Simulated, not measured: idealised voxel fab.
The following is a process module called voxel gate over fins.
cross-section cut | 160 nm wide | cells 5 nm
The cross-sections in this document take the form of a grid made of square cells. They are written out as bands, in order from top to bottom. Each band consists of one or more rows of cells. Top, bottom (nm), then materials left to right with widths (nm); lone material tagged "edge to edge" fills the whole band edge to edge; "empty" = empty space. Measure heights from 0. That's the level where, below it, the as-received wafer is all one material. The lowest band is bottomless and extends downward; write it as in "0 -> down". You'd read "30->40" like this: the band's top row of cells is as wide as the first number, its bottom row is as wide as the second, and going down, every row changes width by the same amount as the row before did. "nothing altered" for a step: no cell of the cross-section changed in that step. The entry "Entrapped void list" lists the empty spaces that cover at least 8 cells and have no open path to the top. Each is written as width x height at distance, where the distance is measured from the left edge and all three values are in nm. What comes after the settings on a step's line is commentary from the simulator itself on that step. The optional step-line setting "overlay nm" applies to steps with a mask and quantifies how far to the right of its planned location the mask lay, a negative value indicating leftward placement.

## Planned step list for the process
| 1 | RECEIVE: material Si |
| 2 | CONFORMAL_DEP: material SiN, thk nm 5 |
| 3 | PATTERN: tone cover, mask id FINS, material resist, width nm 15, pitch nm 50, thk nm 15, overlay nm 0 |
| 4 | DIRECTIONAL_ETCH: etch materials SiN, depth nm 5 |
| 5 | DIRECTIONAL_ETCH: etch materials Si, depth nm 40 |
| 6 | STRIP: etch materials resist |
| 7 | FILL_DEP: material SiO2, thk nm 15 |
| 8 | CMP: height nm 5 |
| 9 | DIRECTIONAL_DEP: material aC, thk nm 15 |
| 10 | PATTERN: tone open, mask id RAIL, material resist, width nm 15, thk nm 30, overlay nm 0 |
| 11 | DIRECTIONAL_ETCH: etch materials aC, depth nm 15 |
| 12 | STRIP: etch materials resist |
| 13 | DIRECTIONAL_ETCH: etch materials SiO2, depth nm 40 |
| 14 | STRIP: etch materials aC |
| 15 | CONFORMAL_DEP: material TiN, thk nm 5 |
| 16 | FILL_DEP: material Ru, thk nm 5 |
| 17 | CMP: height nm 5 |
| 18 | SELECTIVE_ETCH: etch materials W Ru TiN, depth nm 25 |
| 19 | FILL_DEP: material SiO2, thk nm 5 |
| 20 | CMP: height nm 5 |
| 21 | SELECTIVE_ETCH: etch materials SiO2, depth nm 15 |
| 22 | STRIP: etch materials SiN |
| 23 | CONFORMAL_DEP: material HfO2, thk nm 5 |
| 24 | CONFORMAL_DEP: material TiN, thk nm 5 |
| 25 | CONFORMAL_DEP: material TiAl, thk nm 5 |
| 26 | CONFORMAL_DEP: material TiN, thk nm 5 |
| 27 | FILL_DEP: material W, thk nm 15 |
| 28 | CMP: height nm 30 |
| 29 | CONFORMAL_DEP: material SiCN, thk nm 10 |

## The first wafer of two, processed as planned

## Incoming wafer, cross-sectional view, post step 1
	0 -> down  Si edge to edge
	Entrapped void list: none

## The following cross-section depicts the wafer upon completion of step 2
	5 -> 0  SiN edge to edge
	Heights below 0 show no change.

## The following cross-section depicts the wafer upon completion of step 3
	20 -> 5  empty=20, then resist=15, then empty=35, then resist=15, then empty=35, then resist=15, then empty=25
	Heights below 5 show no change.

## The following cross-section depicts the wafer upon completion of step 4
	20 -> 5  empty=20, then resist=15, then empty=35, then resist=15, then empty=35, then resist=15, then empty=25
	5 -> 0  empty=20, then SiN=15, then empty=35, then SiN=15, then empty=35, then SiN=15, then empty=25
	Heights below 0 show no change.

## The following cross-section depicts the wafer upon completion of step 5
	20 -> 5  empty=20, then resist=15, then empty=35, then resist=15, then empty=35, then resist=15, then empty=25
	5 -> 0  empty=20, then SiN=15, then empty=35, then SiN=15, then empty=35, then SiN=15, then empty=25
	0 -> -40  empty=20, then Si=15, then empty=35, then Si=15, then empty=35, then Si=15, then empty=25
	Heights below -40 show no change.

## The following cross-section depicts the wafer upon completion of step 6
	5 -> 0  empty=20, then SiN=15, then empty=35, then SiN=15, then empty=35, then SiN=15, then empty=25
	Heights below 0 show no change.

## The following cross-section depicts the wafer upon completion of step 7
	20 -> 5  SiO2 edge to edge
	5 -> 0  SiO2=20, then SiN=15, then SiO2=35, then SiN=15, then SiO2=35, then SiN=15, then SiO2=25
	0 -> -40  SiO2=20, then Si=15, then SiO2=35, then Si=15, then SiO2=35, then Si=15, then SiO2=25
	Heights below -40 show no change.

## The following cross-section depicts the wafer upon completion of step 8
	5 -> 0  SiO2=20, then SiN=15, then SiO2=35, then SiN=15, then SiO2=35, then SiN=15, then SiO2=25
	Heights below 0 show no change.

## The following cross-section depicts the wafer upon completion of step 9
	20 -> 5  aC edge to edge
	Heights below 5 show no change.

## The following cross-section depicts the wafer upon completion of step 10
	50 -> 20  resist=45, then empty=15, then resist=100
	Heights below 20 show no change.

## The following cross-section depicts the wafer upon completion of step 11
	35 -> 20  resist=45, then empty=15, then resist=100
	20 -> 5  aC=45, then empty=15, then aC=100
	Heights below 5 show no change.

## The following cross-section depicts the wafer upon completion of step 12
	20 -> 5  aC=45, then empty=15, then aC=100
	Heights below 5 show no change.

## The following cross-section depicts the wafer upon completion of step 13
	20 -> 5  aC=45, then empty=15, then aC=100
	5 -> 0  SiO2=20, then SiN=15, then SiO2=10, then empty=15, then SiO2=10, then SiN=15, then SiO2=35, then SiN=15, then SiO2=25
	0 -> -35  SiO2=20, then Si=15, then SiO2=10, then empty=15, then SiO2=10, then Si=15, then SiO2=35, then Si=15, then SiO2=25
	Heights below -35 show no change.

## The following cross-section depicts the wafer upon completion of step 14
	5 -> 0  SiO2=20, then SiN=15, then SiO2=10, then empty=15, then SiO2=10, then SiN=15, then SiO2=35, then SiN=15, then SiO2=25
	Heights below 0 show no change.

## The following cross-section depicts the wafer upon completion of step 15
	10 -> 5  TiN=50, then empty=5, then TiN=105
	5 -> 0  SiO2=20, then SiN=15, then SiO2=10, then TiN=5, then empty=5, then TiN=5, then SiO2=10, then SiN=15, then SiO2=35, then SiN=15, then SiO2=25
	0 -> -30  SiO2=20, then Si=15, then SiO2=10, then TiN=5, then empty=5, then TiN=5, then SiO2=10, then Si=15, then SiO2=35, then Si=15, then SiO2=25
	-30 -> -35  SiO2=20, then Si=15, then SiO2=10, then TiN=15, then SiO2=10, then Si=15, then SiO2=35, then Si=15, then SiO2=25
	Heights below -35 show no change.

## The following cross-section depicts the wafer upon completion of step 16
	15 -> 10  Ru edge to edge
	10 -> 5  TiN=50, then Ru=5, then TiN=105
	5 -> 0  SiO2=20, then SiN=15, then SiO2=10, then TiN=5, then Ru=5, then TiN=5, then SiO2=10, then SiN=15, then SiO2=35, then SiN=15, then SiO2=25
	0 -> -30  SiO2=20, then Si=15, then SiO2=10, then TiN=5, then Ru=5, then TiN=5, then SiO2=10, then Si=15, then SiO2=35, then Si=15, then SiO2=25
	Heights below -30 show no change.

## The following cross-section depicts the wafer upon completion of step 17
	5 -> 0  SiO2=20, then SiN=15, then SiO2=10, then TiN=5, then Ru=5, then TiN=5, then SiO2=10, then SiN=15, then SiO2=35, then SiN=15, then SiO2=25
	Heights below 0 show no change.

## The following cross-section depicts the wafer upon completion of step 18
	5 -> 0  SiO2=20, then SiN=15, then SiO2=10, then empty=15, then SiO2=10, then SiN=15, then SiO2=35, then SiN=15, then SiO2=25
	0 -> -20  SiO2=20, then Si=15, then SiO2=10, then empty=15, then SiO2=10, then Si=15, then SiO2=35, then Si=15, then SiO2=25
	Heights below -20 show no change.

## The following cross-section depicts the wafer upon completion of step 19
	10 -> 5  SiO2 edge to edge
	5 -> 0  SiO2=20, then SiN=15, then SiO2=35, then SiN=15, then SiO2=35, then SiN=15, then SiO2=25
	0 -> -20  SiO2=20, then Si=15, then SiO2=35, then Si=15, then SiO2=35, then Si=15, then SiO2=25
	Heights below -20 show no change.

## The following cross-section depicts the wafer upon completion of step 20
	5 -> 0  SiO2=20, then SiN=15, then SiO2=35, then SiN=15, then SiO2=35, then SiN=15, then SiO2=25
	Heights below 0 show no change.

## The following cross-section depicts the wafer upon completion of step 21
	5 -> 0  empty=20, then SiN=15, then empty=35, then SiN=15, then empty=35, then SiN=15, then empty=25
	0 -> -10  empty=20, then Si=15, then empty=35, then Si=15, then empty=35, then Si=15, then empty=25
	Heights below -10 show no change.

## The following cross-section depicts the wafer upon completion of step 22
	0 -> -10  empty=20, then Si=15, then empty=35, then Si=15, then empty=35, then Si=15, then empty=25
	Heights below -10 show no change.

## The following cross-section depicts the wafer upon completion of step 23
	5 -> 0  empty=15, then HfO2=25, then empty=25, then HfO2=25, then empty=25, then HfO2=25, then empty=20
	0 -> -5  empty=15, then HfO2=5, then Si=15, then HfO2=5, then empty=25, then HfO2=5, then Si=15, then HfO2=5, then empty=25, then HfO2=5, then Si=15, then HfO2=5, then empty=20
	-5 -> -10  HfO2=20, then Si=15, then HfO2=35, then Si=15, then HfO2=35, then Si=15, then HfO2=25
	Heights below -10 show no change.

## The following cross-section depicts the wafer upon completion of step 24
	10 -> 5  empty=10, then TiN=35, then empty=15, then TiN=35, then empty=15, then TiN=35, then empty=15
	5 -> 0  empty=10, then TiN=5, then HfO2=25, then TiN=5, then empty=15, then TiN=5, then HfO2=25, then TiN=5, then empty=15, then TiN=5, then HfO2=25, then TiN=5, then empty=15
	0 -> -5  TiN=15, then HfO2=5, then Si=15, then HfO2=5, then TiN=25, then HfO2=5, then Si=15, then HfO2=5, then TiN=25, then HfO2=5, then Si=15, then HfO2=5, then TiN=20
	Heights below -5 show no change.

## The following cross-section depicts the wafer upon completion of step 25
	15 -> 10  empty=5, then TiAl=45, then empty=5, then TiAl=45, then empty=5, then TiAl=45, then empty=10
	10 -> 5  empty=5, then TiAl=5, then TiN=35, then TiAl=5, then empty=5, then TiAl=5, then TiN=35, then TiAl=5, then empty=5, then TiAl=5, then TiN=35, then TiAl=5, then empty=10
	5 -> 0  TiAl=10, then TiN=5, then HfO2=25, then TiN=5, then TiAl=15, then TiN=5, then HfO2=25, then TiN=5, then TiAl=15, then TiN=5, then HfO2=25, then TiN=5, then TiAl=15
	Heights below 0 show no change.

## The following cross-section depicts the wafer upon completion of step 26
	20 -> 15  TiN=155, then empty=5
	15 -> 10  TiN=5, then TiAl=45, then TiN=5, then TiAl=45, then TiN=5, then TiAl=45, then TiN=5, then empty=5
	10 -> 5  TiN=5, then TiAl=5, then TiN=35, then TiAl=5, then TiN=5, then TiAl=5, then TiN=35, then TiAl=5, then TiN=5, then TiAl=5, then TiN=35, then TiAl=5, then TiN=10
	Heights below 5 show no change.

## The following cross-section depicts the wafer upon completion of step 27
	35 -> 20  W edge to edge
	20 -> 15  TiN=155, then W=5
	15 -> 10  TiN=5, then TiAl=45, then TiN=5, then TiAl=45, then TiN=5, then TiAl=45, then TiN=5, then W=5
	Heights below 10 show no change.

## The following cross-section depicts the wafer upon completion of step 28
	30 -> 20  W edge to edge
	Heights below 20 show no change.

## The following cross-section depicts the wafer upon completion of step 29
	40 -> 30  SiCN edge to edge
	Heights below 30 show no change.

## What follows concerns the second wafer, which started out like the first and was meant to follow the very same plan; one mistake crept in when it was run, but everything up to and including step 6 is the same as for the first wafer

## when step 7 should have ended
	20 -> 0  SiN edge to edge
	0 -> -40  SiN=20, then Si=15, then SiN=35, then Si=15, then SiN=35, then Si=15, then SiN=25
	Heights below -40 show no change.

## when step 8 should have ended
	5 -> 0  SiN edge to edge
	Heights below 0 show no change.

## when step 9 should have ended
	20 -> 5  aC edge to edge
	Heights below 5 show no change.

## when step 10 should have ended
	50 -> 20  resist=45, then empty=15, then resist=100
	Heights below 20 show no change.

## when step 11 should have ended
	35 -> 20  resist=45, then empty=15, then resist=100
	20 -> 5  aC=45, then empty=15, then aC=100
	Heights below 5 show no change.

## when step 12 should have ended
	20 -> 5  aC=45, then empty=15, then aC=100
	Heights below 5 show no change.

when step 13 should have ended: nothing altered

## when step 14 should have ended
	5 -> 0  SiN edge to edge
	Heights below 0 show no change.

## when step 15 should have ended
	10 -> 5  TiN edge to edge
	Heights below 5 show no change.

## when step 16 should have ended
	15 -> 10  Ru edge to edge
	Heights below 10 show no change.

## when step 17 should have ended
	5 -> 0  SiN edge to edge
	Heights below 0 show no change.

when step 18 should have ended: nothing altered

## when step 19 should have ended
	10 -> 5  SiO2 edge to edge
	Heights below 5 show no change.

## when step 20 should have ended
	5 -> 0  SiN edge to edge
	Heights below 0 show no change.

when step 21 should have ended: nothing altered

## when step 22 should have ended
	0 -> -40  empty=20, then Si=15, then empty=35, then Si=15, then empty=35, then Si=15, then empty=25
	Heights below -40 show no change.

## when step 23 should have ended
	5 -> 0  empty=15, then HfO2=25, then empty=25, then HfO2=25, then empty=25, then HfO2=25, then empty=20
	0 -> -35  empty=15, then HfO2=5, then Si=15, then HfO2=5, then empty=25, then HfO2=5, then Si=15, then HfO2=5, then empty=25, then HfO2=5, then Si=15, then HfO2=5, then empty=20
	-35 -> -40  HfO2=20, then Si=15, then HfO2=35, then Si=15, then HfO2=35, then Si=15, then HfO2=25
	Heights below -40 show no change.

## when step 24 should have ended
	10 -> 5  empty=10, then TiN=35, then empty=15, then TiN=35, then empty=15, then TiN=35, then empty=15
	5 -> 0  empty=10, then TiN=5, then HfO2=25, then TiN=5, then empty=15, then TiN=5, then HfO2=25, then TiN=5, then empty=15, then TiN=5, then HfO2=25, then TiN=5, then empty=15
	0 -> -30  empty=10, then TiN=5, then HfO2=5, then Si=15, then HfO2=5, then TiN=5, then empty=15, then TiN=5, then HfO2=5, then Si=15, then HfO2=5, then TiN=5, then empty=15, then TiN=5, then HfO2=5, then Si=15, then HfO2=5, then TiN=5, then empty=15
	-30 -> -35  TiN=15, then HfO2=5, then Si=15, then HfO2=5, then TiN=25, then HfO2=5, then Si=15, then HfO2=5, then TiN=25, then HfO2=5, then Si=15, then HfO2=5, then TiN=20
	Heights below -35 show no change.

## when step 25 should have ended
	15 -> 10  empty=5, then TiAl=45, then empty=5, then TiAl=45, then empty=5, then TiAl=45, then empty=10
	10 -> 5  empty=5, then TiAl=5, then TiN=35, then TiAl=5, then empty=5, then TiAl=5, then TiN=35, then TiAl=5, then empty=5, then TiAl=5, then TiN=35, then TiAl=5, then empty=10
	5 -> 0  empty=5, then TiAl=5, then TiN=5, then HfO2=25, then TiN=5, then TiAl=5, then empty=5, then TiAl=5, then TiN=5, then HfO2=25, then TiN=5, then TiAl=5, then empty=5, then TiAl=5, then TiN=5, then HfO2=25, then TiN=5, then TiAl=5, then empty=10
	0 -> -25  empty=5, then TiAl=5, then TiN=5, then HfO2=5, then Si=15, then HfO2=5, then TiN=5, then TiAl=5, then empty=5, then TiAl=5, then TiN=5, then HfO2=5, then Si=15, then HfO2=5, then TiN=5, then TiAl=5, then empty=5, then TiAl=5, then TiN=5, then HfO2=5, then Si=15, then HfO2=5, then TiN=5, then TiAl=5, then empty=10
	-25 -> -30  TiAl=10, then TiN=5, then HfO2=5, then Si=15, then HfO2=5, then TiN=5, then TiAl=15, then TiN=5, then HfO2=5, then Si=15, then HfO2=5, then TiN=5, then TiAl=15, then TiN=5, then HfO2=5, then Si=15, then HfO2=5, then TiN=5, then TiAl=15
	Heights below -30 show no change.

## when step 26 should have ended
	20 -> 15  TiN=155, then empty=5
	15 -> 10  TiN=5, then TiAl=45, then TiN=5, then TiAl=45, then TiN=5, then TiAl=45, then TiN=5, then empty=5
	10 -> 5  TiN=5, then TiAl=5, then TiN=35, then TiAl=5, then TiN=5, then TiAl=5, then TiN=35, then TiAl=5, then TiN=5, then TiAl=5, then TiN=35, then TiAl=5, then TiN=5, then empty=5
	5 -> 0  TiN=5, then TiAl=5, then TiN=5, then HfO2=25, then TiN=5, then TiAl=5, then TiN=5, then TiAl=5, then TiN=5, then HfO2=25, then TiN=5, then TiAl=5, then TiN=5, then TiAl=5, then TiN=5, then HfO2=25, then TiN=5, then TiAl=5, then TiN=5, then empty=5
	0 -> -20  TiN=5, then TiAl=5, then TiN=5, then HfO2=5, then Si=15, then HfO2=5, then TiN=5, then TiAl=5, then TiN=5, then TiAl=5, then TiN=5, then HfO2=5, then Si=15, then HfO2=5, then TiN=5, then TiAl=5, then TiN=5, then TiAl=5, then TiN=5, then HfO2=5, then Si=15, then HfO2=5, then TiN=5, then TiAl=5, then TiN=5, then empty=5
	-20 -> -25  TiN=5, then TiAl=5, then TiN=5, then HfO2=5, then Si=15, then HfO2=5, then TiN=5, then TiAl=5, then TiN=5, then TiAl=5, then TiN=5, then HfO2=5, then Si=15, then HfO2=5, then TiN=5, then TiAl=5, then TiN=5, then TiAl=5, then TiN=5, then HfO2=5, then Si=15, then HfO2=5, then TiN=5, then TiAl=5, then TiN=10
	Heights below -25 show no change.

## when step 27 should have ended
	35 -> 20  W edge to edge
	20 -> 15  TiN=155, then W=5
	15 -> 10  TiN=5, then TiAl=45, then TiN=5, then TiAl=45, then TiN=5, then TiAl=45, then TiN=5, then W=5
	10 -> 5  TiN=5, then TiAl=5, then TiN=35, then TiAl=5, then TiN=5, then TiAl=5, then TiN=35, then TiAl=5, then TiN=5, then TiAl=5, then TiN=35, then TiAl=5, then TiN=5, then W=5
	5 -> 0  TiN=5, then TiAl=5, then TiN=5, then HfO2=25, then TiN=5, then TiAl=5, then TiN=5, then TiAl=5, then TiN=5, then HfO2=25, then TiN=5, then TiAl=5, then TiN=5, then TiAl=5, then TiN=5, then HfO2=25, then TiN=5, then TiAl=5, then TiN=5, then W=5
	0 -> -20  TiN=5, then TiAl=5, then TiN=5, then HfO2=5, then Si=15, then HfO2=5, then TiN=5, then TiAl=5, then TiN=5, then TiAl=5, then TiN=5, then HfO2=5, then Si=15, then HfO2=5, then TiN=5, then TiAl=5, then TiN=5, then TiAl=5, then TiN=5, then HfO2=5, then Si=15, then HfO2=5, then TiN=5, then TiAl=5, then TiN=5, then W=5
	Heights below -20 show no change.

## when step 28 should have ended
	30 -> 20  W edge to edge
	Heights below 20 show no change.

## when step 29 should have ended
	40 -> 30  SiCN edge to edge
	Heights below 30 show no change.
what went wrong: it should be noted that step 7 was executed with settings other than those planned, the operation and settings actually applied being FILL_DEP: material SiN, thk nm 15
Final tally in cells, some materials are higher or lower on the second wafer than on the first: HfO2: 36 more | Ru: 2 fewer | SiO2: 129 fewer | TiAl: 36 more | TiN: 53 more | W: 6 more
